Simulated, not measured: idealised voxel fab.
process module | voxel released beams
cross-section cut | 180 nm wide | cells 5 nm
A cross-section is a grid of square cells, given in bands from the top down. A band is one or more rows of cells.
Each band's line starts with the height of the band's top and of its bottom, in nm. Then come its materials from left to right, each with its width in nm. One material with "throughout" fills the band from edge to edge. "air" is empty space.
Height 0 is the level under which the wafer as received is all one material. The lowest band goes on downwards, as in "0 down".
A width such as "30 to 40" changes by the same amount from each row of cells to the next, from the band's top row to its bottom row.
"no change" after a step means that no cell of the cross-section changed.
closed voids: empty space of 8 cells or more with no open way to the top, each as width x height at its distance from the left edge, in nm
after a step's settings: what the simulator itself notes on the step
overlay nm, on a step with a mask: how far to the right of its planned place the mask lay; to the left if negative
plan
1 op RECEIVE | material Si
2 op CONFORMAL_DEP | material SiN | thk nm 5
3 op DIRECTIONAL_DEP | material SiO2 | thk nm 15
4 op DIRECTIONAL_DEP | material aC | thk nm 15
5 op PATTERN | tone open | mask id ANCHOR | material resist | width nm 25 | thk nm 30 | overlay nm 0
6 op DIRECTIONAL_ETCH | etch materials aC | depth nm 15
7 op STRIP | etch materials resist
8 op DIRECTIONAL_ETCH | etch materials SiO2 | depth nm 15
9 op STRIP | etch materials aC
10 op CONFORMAL_DEP | material polySi | thk nm 10
11 op DIRECTIONAL_DEP | material aC | thk nm 15
12 op PATTERN | tone cover | mask id BEAM | material resist | width nm 110 | thk nm 30 | overlay nm 0
13 op DIRECTIONAL_ETCH | etch materials aC | depth nm 15
14 op STRIP | etch materials resist
15 op DIRECTIONAL_ETCH | etch materials polySi | depth nm 10
16 op STRIP | etch materials aC
17 op STRIP | etch materials SiO2
first wafer, as planned
as received, after step 1
  0 down: Si throughout
  closed voids: none
after step 2
  5 to 0: SiN throughout
  below 0: unchanged
after step 3
  20 to 5: SiO2 throughout
  below 5: unchanged
after step 4
  35 to 20: aC throughout
  below 20: unchanged
after step 5
  65 to 35: resist 35 | air 25 | resist 120
  below 35: unchanged
after step 6
  50 to 35: resist 35 | air 25 | resist 120
  35 to 20: aC 35 | air 25 | aC 120
  below 20: unchanged
after step 7
  35 to 20: aC 35 | air 25 | aC 120
  below 20: unchanged
after step 8
  35 to 20: aC 35 | air 25 | aC 120
  20 to 5: SiO2 35 | air 25 | SiO2 120
  below 5: unchanged
after step 9
  20 to 5: SiO2 35 | air 25 | SiO2 120
  below 5: unchanged
after step 10
  30 to 20: polySi 45 | air 5 | polySi 130
  20 to 15: SiO2 35 | polySi 10 | air 5 | polySi 10 | SiO2 120
  15 to 5: SiO2 35 | polySi 25 | SiO2 120
  below 5: unchanged
after step 11
  45 to 30: aC 45 | air 5 | aC 130
  30 to 20: polySi 45 | aC 5 | polySi 130
  20 to 15: SiO2 35 | polySi 10 | aC 5 | polySi 10 | SiO2 120
  below 15: unchanged
after step 12
  75 to 45: air 30 | resist 110 | air 40
  45 to 30: aC 45 | resist 5 | aC 130
  below 30: unchanged
after step 13
  60 to 45: air 30 | resist 110 | air 40
  45 to 30: air 30 | aC 15 | resist 5 | aC 90 | air 40
  below 30: unchanged
after step 14
  45 to 30: air 30 | aC 15 | air 5 | aC 90 | air 40
  below 30: unchanged
after step 15
  45 to 30: air 30 | aC 15 | air 5 | aC 90 | air 40
  30 to 20: air 30 | polySi 15 | aC 5 | polySi 90 | air 40
  below 20: unchanged
after step 16
  30 to 20: air 30 | polySi 15 | air 5 | polySi 90 | air 40
  20 to 15: SiO2 35 | polySi 10 | air 5 | polySi 10 | SiO2 120
  below 15: unchanged
after step 17
  30 to 20: air 30 | polySi 15 | air 5 | polySi 90 | air 40
  20 to 15: air 35 | polySi 10 | air 5 | polySi 10 | air 120
  15 to 5: air 35 | polySi 25 | air 120
  below 5: unchanged
second wafer: like start, like plan, one mistake. Through step 4 it matches the first wafer
when step 5 should have ended
  65 to 35: resist 40 | air 15 | resist 125
  below 35: unchanged
when step 6 should have ended
  50 to 35: resist 40 | air 15 | resist 125
  35 to 20: aC 40 | air 15 | aC 125
  below 20: unchanged
when step 7 should have ended
  35 to 20: aC 40 | air 15 | aC 125
  below 20: unchanged
when step 8 should have ended
  35 to 20: aC 40 | air 15 | aC 125
  20 to 5: SiO2 40 | air 15 | SiO2 125
  below 5: unchanged
when step 9 should have ended
  20 to 5: SiO2 40 | air 15 | SiO2 125
  below 5: unchanged
when step 10 should have ended
  30 to 20: polySi throughout
  20 to 5: SiO2 40 | polySi 15 | SiO2 125
  below 5: unchanged
when step 11 should have ended
  45 to 30: aC throughout
  below 30: unchanged
when step 12 should have ended
  75 to 45: air 30 | resist 110 | air 40
  below 45: unchanged
when step 13 should have ended
  60 to 45: air 30 | resist 110 | air 40
  45 to 30: air 30 | aC 110 | air 40
  below 30: unchanged
when step 14 should have ended
  45 to 30: air 30 | aC 110 | air 40
  below 30: unchanged
when step 15 should have ended
  45 to 30: air 30 | aC 110 | air 40
  30 to 20: air 30 | polySi 110 | air 40
  below 20: unchanged
when step 16 should have ended
  30 to 20: air 30 | polySi 110 | air 40
  below 20: unchanged
when step 17 should have ended
  30 to 20: air 30 | polySi 110 | air 40
  20 to 5: air 40 | polySi 15 | air 125
  below 5: unchanged
what went wrong: step 5 ran as: op PATTERN | tone open | mask id ANCHOR | material resist | width nm 15 | thk nm 30 | overlay nm 0
at the end the second wafer has, in cells: 3 fewer of polySi
